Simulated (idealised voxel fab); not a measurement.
process module | voxel transistor to metal
cross-section cut | 185 nm wide | cells 5 nm
A cross-section is a grid of square cells, given in bands from the top down. A band is one or more rows of cells.
Each band's line starts with the height of the band's top and of its bottom, in nm. Then come its materials from left to right, each with its width in nm. One material with "throughout" fills the band from edge to edge. "air" is empty space.
Height 0 is the level under which the wafer as received is all one material. The lowest band goes on downwards, as in "0 down".
A width such as "30 to 40" changes by the same amount from each row of cells to the next, from the band's top row to its bottom row.
"no change" after a step means that no cell of the cross-section changed.
closed voids: empty space of 8 cells or more with no open way to the top, each as width x height at its distance from the left edge, in nm
after a step's settings: what the simulator itself notes on the step
overlay nm, on a step with a mask: how far to the right of its planned place the mask lay; to the left if negative
plan
1 op RECEIVE | material Si
2 op CONFORMAL_DEP | material SiO2 | thk nm 5
3 op CONFORMAL_DEP | material SiN | thk nm 10
4 op MASKED_ETCH | tone cover | mask id ACTIVE | width nm 95 | etch materials SiN | depth nm 10 | overlay nm 0
5 op MASKED_ETCH | tone cover | mask id ACTIVE | width nm 95 | etch materials SiO2 | depth nm 5 | overlay nm 0
6 op MASKED_ETCH | tone cover | mask id ACTIVE | width nm 95 | etch materials Si | depth nm 30 | overlay nm 0
7 op FILL_DEP | material SiO2 | thk nm 10
8 op CMP | height nm 15
9 op SELECTIVE_ETCH | etch materials SiO2 | depth nm 5
10 op STRIP | etch materials SiN
11 op SELECTIVE_ETCH | etch materials SiO2 | depth nm 5
12 op OXIDIZE | depth nm 5
13 op DIRECTIONAL_DEP | material polySi | thk nm 30
14 op DIRECTIONAL_DEP | material SiCN | thk nm 10
15 op MASKED_ETCH | tone cover | mask id GATE | width nm 15 | etch materials SiCN | depth nm 20 | overlay nm 0
16 op MASKED_ETCH | tone cover | mask id GATE | width nm 15 | etch materials polySi | depth nm 40 | overlay nm 0
17 op CONFORMAL_DEP | material SiN | thk nm 10
18 op DIRECTIONAL_ETCH | etch materials SiN | depth nm 10
19 op DIRECTIONAL_ETCH | etch materials SiO2 | depth nm 5
20 op DIRECTIONAL_ETCH | etch materials Si | depth nm 10
21 op EPI | material nSi | thk nm 10
22 op FILL_DEP | material SiO2 | thk nm 10
23 op CMP | height nm 40
24 op DIRECTIONAL_DEP | material SiO2 | thk nm 10
25 op PATTERN | tone open | mask id CONTACT | material resist | width nm 30 | pitch nm 55 | thk nm 20 | overlay nm 0
26 op DIRECTIONAL_ETCH | etch materials SiO2 | depth nm 55
27 op STRIP | etch materials resist
28 op CONFORMAL_DEP | material TiN | thk nm 5
29 op FILL_DEP | material Ru | thk nm 5
30 op CMP | height nm 50
31 op DIRECTIONAL_DEP | material TiN | thk nm 5
32 op DIRECTIONAL_DEP | material W | thk nm 15
33 op PATTERN | tone cover | mask id METAL_1 | material resist | width nm 20 | pitch nm 65 | thk nm 20 | overlay nm 0
34 op DIRECTIONAL_ETCH | etch materials W | depth nm 15
35 op DIRECTIONAL_ETCH | etch materials TiN | depth nm 5
36 op STRIP | etch materials resist
37 op CONFORMAL_DEP | material SiCN | thk nm 5
38 op FILL_DEP | material SiO2 | thk nm 5
39 op CMP | height nm 70
40 op CONFORMAL_DEP | material SiN | thk nm 5
first wafer, as planned
as received, after step 1
  0 down: Si throughout
  closed voids: none
after step 2
  5 to 0: SiO2 throughout
  below 0: unchanged
after step 3
  15 to 5: SiN throughout
  below 5: unchanged
after step 4
  15 to 5: air 45 | SiN 95 | air 45
  below 5: unchanged
after step 5
  15 to 5: air 45 | SiN 95 | air 45
  5 to 0: air 45 | SiO2 95 | air 45
  below 0: unchanged
after step 6
  15 to 5: air 45 | SiN 95 | air 45
  5 to 0: air 45 | SiO2 95 | air 45
  0 to -30: air 45 | Si 95 | air 45
  below -30: unchanged
after step 7
  25 to 15: SiO2 throughout
  15 to 5: SiO2 45 | SiN 95 | SiO2 45
  5 to 0: SiO2 throughout
  0 to -30: SiO2 45 | Si 95 | SiO2 45
  below -30: unchanged
after step 8
  15 to 5: SiO2 45 | SiN 95 | SiO2 45
  below 5: unchanged
after step 9
  15 to 10: air 45 | SiN 95 | air 45
  below 10: unchanged
after step 10
  10 to 5: SiO2 45 | air 95 | SiO2 45
  below 5: unchanged
after step 11
  5 to 0: SiO2 40 | air 105 | SiO2 40
  below 0: unchanged
after step 12
  5 to 0: SiO2 40 | air 105 | SiO2 40
  0 to -5: SiO2 throughout
  below -5: unchanged
after step 13
  35 to 30: polySi 40 | air 105 | polySi 40
  30 to 5: polySi throughout
  5 to 0: SiO2 40 | polySi 105 | SiO2 40
  below 0: unchanged
after step 14
  45 to 40: SiCN 40 | air 105 | SiCN 40
  40 to 35: SiCN throughout
  35 to 30: polySi 40 | SiCN 105 | polySi 40
  below 30: unchanged
after step 15
  40 to 35: air 85 | SiCN 15 | air 85
  35 to 30: polySi 40 | air 45 | SiCN 15 | air 45 | polySi 40
  below 30: unchanged
after step 16
  40 to 30: air 85 | SiCN 15 | air 85
  30 to 5: air 85 | polySi 15 | air 85
  5 to 0: SiO2 40 | air 45 | polySi 15 | air 45 | SiO2 40
  below 0: unchanged
after step 17
  50 to 40: air 75 | SiN 35 | air 75
  40 to 30: air 75 | SiN 10 | SiCN 15 | SiN 10 | air 75
  30 to 15: air 75 | SiN 10 | polySi 15 | SiN 10 | air 75
  15 to 10: SiN 50 | air 25 | SiN 10 | polySi 15 | SiN 10 | air 25 | SiN 50
  10 to 5: SiN 85 | polySi 15 | SiN 85
  5 to 0: SiO2 40 | SiN 45 | polySi 15 | SiN 45 | SiO2 40
  below 0: unchanged
after step 18
  40 to 30: air 75 | SiN 10 | SiCN 15 | SiN 10 | air 75
  30 to 5: air 75 | SiN 10 | polySi 15 | SiN 10 | air 75
  5 to 0: SiO2 40 | SiN 10 | air 25 | SiN 10 | polySi 15 | SiN 10 | air 25 | SiN 10 | SiO2 40
  below 0: unchanged
after step 19
  40 to 30: air 75 | SiN 10 | SiCN 15 | SiN 10 | air 75
  30 to 5: air 75 | SiN 10 | polySi 15 | SiN 10 | air 75
  5 to 0: air 40 | SiN 10 | air 25 | SiN 10 | polySi 15 | SiN 10 | air 25 | SiN 10 | air 40
  0 to -5: SiO2 50 | air 25 | SiO2 35 | air 25 | SiO2 50
  below -5: unchanged
after step 20
  40 to 30: air 75 | SiN 10 | SiCN 15 | SiN 10 | air 75
  30 to 5: air 75 | SiN 10 | polySi 15 | SiN 10 | air 75
  5 to 0: air 40 | SiN 10 | air 25 | SiN 10 | polySi 15 | SiN 10 | air 25 | SiN 10 | air 40
  0 to -5: SiO2 50 | air 25 | SiO2 35 | air 25 | SiO2 50
  -5 to -15: SiO2 45 | Si 5 | air 25 | Si 35 | air 25 | Si 5 | SiO2 45
  below -15: unchanged
after step 21
  40 to 30: air 75 | SiN 10 | SiCN 15 | SiN 10 | air 75
  30 to 5: air 75 | SiN 10 | polySi 15 | SiN 10 | air 75
  5 to 0: air 40 | SiN 10 | nSi 10 | air 5 | nSi 10 | SiN 10 | polySi 15 | SiN 10 | nSi 10 | air 5 | nSi 10 | SiN 10 | air 40
  0 to -5: SiO2 50 | nSi 10 | air 5 | nSi 10 | SiO2 35 | nSi 10 | air 5 | nSi 10 | SiO2 50
  -5 to -15: SiO2 45 | Si 5 | nSi 25 | Si 35 | nSi 25 | Si 5 | SiO2 45
  below -15: unchanged
after step 22
  50 to 40: SiO2 throughout
  40 to 30: SiO2 75 | SiN 10 | SiCN 15 | SiN 10 | SiO2 75
  30 to 5: SiO2 75 | SiN 10 | polySi 15 | SiN 10 | SiO2 75
  5 to 0: SiO2 40 | SiN 10 | nSi 10 | SiO2 5 | nSi 10 | SiN 10 | polySi 15 | SiN 10 | nSi 10 | SiO2 5 | nSi 10 | SiN 10 | SiO2 40
  0 to -5: SiO2 50 | nSi 10 | SiO2 5 | nSi 10 | SiO2 35 | nSi 10 | SiO2 5 | nSi 10 | SiO2 50
  below -5: unchanged
after step 23
  40 to 30: SiO2 75 | SiN 10 | SiCN 15 | SiN 10 | SiO2 75
  below 30: unchanged
after step 24
  50 to 40: SiO2 throughout
  below 40: unchanged
after step 25
  70 to 50: resist 50 | air 30 | resist 25 | air 30 | resist 50
  below 50: unchanged
after step 26
  70 to 50: resist 50 | air 30 | resist 25 | air 30 | resist 50
  50 to 40: SiO2 50 | air 30 | SiO2 25 | air 30 | SiO2 50
  40 to 30: SiO2 50 | air 25 | SiN 10 | SiCN 15 | SiN 10 | air 25 | SiO2 50
  30 to 5: SiO2 50 | air 25 | SiN 10 | polySi 15 | SiN 10 | air 25 | SiO2 50
  5 to 0: SiO2 40 | SiN 10 | nSi 10 | air 5 | nSi 10 | SiN 10 | polySi 15 | SiN 10 | nSi 10 | air 5 | nSi 10 | SiN 10 | SiO2 40
  0 to -5: SiO2 50 | nSi 10 | air 5 | nSi 10 | SiO2 35 | nSi 10 | air 5 | nSi 10 | SiO2 50
  below -5: unchanged
after step 27
  50 to 40: SiO2 50 | air 30 | SiO2 25 | air 30 | SiO2 50
  below 40: unchanged
after step 28
  55 to 50: TiN 55 | air 20 | TiN 35 | air 20 | TiN 55
  50 to 40: SiO2 50 | TiN 5 | air 20 to 15 | TiN 5 to 10 | SiO2 25 | TiN 5 to 10 | air 20 to 15 | TiN 5 | SiO2 50
  40 to 30: SiO2 50 | TiN 5 | air 15 | TiN 5 | SiN 10 | SiCN 15 | SiN 10 | TiN 5 | air 15 | TiN 5 | SiO2 50
  30 to 10: SiO2 50 | TiN 5 | air 15 | TiN 5 | SiN 10 | polySi 15 | SiN 10 | TiN 5 | air 15 | TiN 5 | SiO2 50
  10 to 5: SiO2 50 | TiN 25 | SiN 10 | polySi 15 | SiN 10 | TiN 25 | SiO2 50
  5 to 0: SiO2 40 | SiN 10 | nSi 10 | TiN 5 | nSi 10 | SiN 10 | polySi 15 | SiN 10 | nSi 10 | TiN 5 | nSi 10 | SiN 10 | SiO2 40
  0 to -5: SiO2 50 | nSi 10 | TiN 5 | nSi 10 | SiO2 35 | nSi 10 | TiN 5 | nSi 10 | SiO2 50
  below -5: unchanged
after step 29
  60 to 55: Ru throughout
  55 to 50: TiN 55 | Ru 20 | TiN 35 | Ru 20 | TiN 55
  50 to 40: SiO2 50 | TiN 5 | Ru 20 to 15 | TiN 5 to 10 | SiO2 25 | TiN 5 to 10 | Ru 20 to 15 | TiN 5 | SiO2 50
  40 to 30: SiO2 50 | TiN 5 | Ru 15 | TiN 5 | SiN 10 | SiCN 15 | SiN 10 | TiN 5 | Ru 15 | TiN 5 | SiO2 50
  30 to 10: SiO2 50 | TiN 5 | Ru 15 | TiN 5 | SiN 10 | polySi 15 | SiN 10 | TiN 5 | Ru 15 | TiN 5 | SiO2 50
  below 10: unchanged
after step 30
  50 to 40: SiO2 50 | TiN 5 | Ru 20 to 15 | TiN 5 to 10 | SiO2 25 | TiN 5 to 10 | Ru 20 to 15 | TiN 5 | SiO2 50
  below 40: unchanged
after step 31
  55 to 50: TiN throughout
  below 50: unchanged
after step 32
  70 to 55: W throughout
  below 55: unchanged
after step 33
  90 to 70: air 50 | resist 20 | air 45 | resist 20 | air 50
  below 70: unchanged
after step 34
  90 to 70: air 50 | resist 20 | air 45 | resist 20 | air 50
  70 to 55: air 50 | W 20 | air 45 | W 20 | air 50
  below 55: unchanged
after step 35
  90 to 70: air 50 | resist 20 | air 45 | resist 20 | air 50
  70 to 55: air 50 | W 20 | air 45 | W 20 | air 50
  55 to 50: air 50 | TiN 20 | air 45 | TiN 20 | air 50
  below 50: unchanged
after step 36
  70 to 55: air 50 | W 20 | air 45 | W 20 | air 50
  below 55: unchanged
after step 37
  75 to 70: air 45 | SiCN 30 | air 35 | SiCN 30 | air 45
  70 to 55: air 45 | SiCN 5 | W 20 | SiCN 5 | air 35 | SiCN 5 | W 20 | SiCN 5 | air 45
  55 to 50: SiCN 50 | TiN 20 | SiCN 45 | TiN 20 | SiCN 50
  below 50: unchanged
after step 38
  80 to 75: SiO2 throughout
  75 to 70: SiO2 45 | SiCN 30 | SiO2 35 | SiCN 30 | SiO2 45
  70 to 55: SiO2 45 | SiCN 5 | W 20 | SiCN 5 | SiO2 35 | SiCN 5 | W 20 | SiCN 5 | SiO2 45
  below 55: unchanged
after step 39
  70 to 55: SiO2 45 | SiCN 5 | W 20 | SiCN 5 | SiO2 35 | SiCN 5 | W 20 | SiCN 5 | SiO2 45
  below 55: unchanged
after step 40
  75 to 70: SiN throughout
  below 70: unchanged
second wafer: like start, like plan, one mistake. Through step 38 it matches the first wafer
when step 39 should have ended
  65 to 55: SiO2 45 | SiCN 5 | W 20 | SiCN 5 | SiO2 35 | SiCN 5 | W 20 | SiCN 5 | SiO2 45
  below 55: unchanged
when step 40 should have ended
  70 to 65: SiN throughout
  below 65: unchanged
what went wrong: step 39 ran as: op CMP | height nm 65
at the end the second wafer has, in cells: 4 fewer of SiCN | 25 fewer of SiO2 | 8 fewer of W
